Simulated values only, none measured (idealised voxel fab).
Proc. module: voxel self aligned contacts
Cross-section cut spans 250 nm and uses square cells 5 nm in size.
Cross-section spec: square-cell grid; bands listed top down; each band is one or more rows. First you get the band's top height and its bottom height, in nm, and then the materials it's made of, left to right, with each width in nm. If you see a single material with "throughout", that one covers the band edge to edge. "blank" is empty space. Height datum 0, below which the as-received substrate wafer is one material. Lowest band open at the bottom, running downward: "z 0 and below". Width: "30..40" (first number = top row, second number = bottom row, same change from row to row of cells). The cross-section has no changed cell in any step marked "no modifications". Unvented internal voids: empty space of 8 cells or more with no open way to the top, each as width x height at its distance from the left edge, in nm. Formally, on a step line, whatever follows the settings is a remark that the simulator itself makes on the step. For masked steps, "overlay nm" on the step line gives how far right of plan the mask actually lay; a minus sign means it lay to the left.

# These are the steps we planned for the process
1) RECEIVE,material Si
2) CONFORMAL_DEP,material SiO2,thk nm 5
3) DIRECTIONAL_DEP,material polySi,thk nm 20
4) DIRECTIONAL_DEP,material SiN,thk nm 20
5) DIRECTIONAL_DEP,material aC,thk nm 15
6) PATTERN,tone cover,mask id GATE,material resist,width nm 35,pitch nm 70,thk nm 35,overlay nm 0
7) DIRECTIONAL_ETCH,etch materials aC,depth nm 15
8) STRIP,etch materials resist
9) DIRECTIONAL_ETCH,etch materials SiN,depth nm 20
10) DIRECTIONAL_ETCH,etch materials polySi,depth nm 20
11) STRIP,etch materials aC
12) CONFORMAL_DEP,material SiN,thk nm 5
13) DIRECTIONAL_ETCH,etch materials SiN,depth nm 5
14) FILL_DEP,material SiO2,thk nm 10
15) CMP,height nm 50
16) DIRECTIONAL_DEP,material aC,thk nm 15
17) PATTERN,tone open,mask id CONTACT,material resist,width nm 55,thk nm 30,overlay nm 0
18) DIRECTIONAL_ETCH,etch materials aC,depth nm 15
19) STRIP,etch materials resist
20) DIRECTIONAL_ETCH,etch materials SiO2,depth nm 50
21) STRIP,etch materials aC
22) CONFORMAL_DEP,material TiN,thk nm 5
23) FILL_DEP,material W,thk nm 10
24) CMP,height nm 50
25) CONFORMAL_DEP,material SiCN,thk nm 5

# As-received wafer cross-section (after step 1)
	z 0 and below: Si throughout
	Unvented internal voids: none

# End state of the module in cross-section, given the above starting point and plan and one mistake in execution
	z 55 to 50: SiCN throughout
	z 50 to 40: SiO2: 95; TiN: 5..20; W: 45..15; TiN: 5..20; SiO2: 100
	z 40 to 20: SiO2: 65; SiN: 45; TiN: 5; W: 15; TiN: 5; SiN: 45; SiO2: 70
	z 20 to 5: SiO2: 65; SiN: 5; polySi: 35; SiN: 5; TiN: 5; W: 15; TiN: 5; SiN: 5; polySi: 35; SiN: 5; SiO2: 70
	z 5 to 0: SiO2: 65; SiN: 5; polySi: 35; SiN: 5; TiN: 25; SiN: 5; polySi: 35; SiN: 5; SiO2: 70
	z 0 and below: Si throughout
	Unvented internal voids: none
So what did we get wrong on this run? step 2 of the plan was jumped over and never run
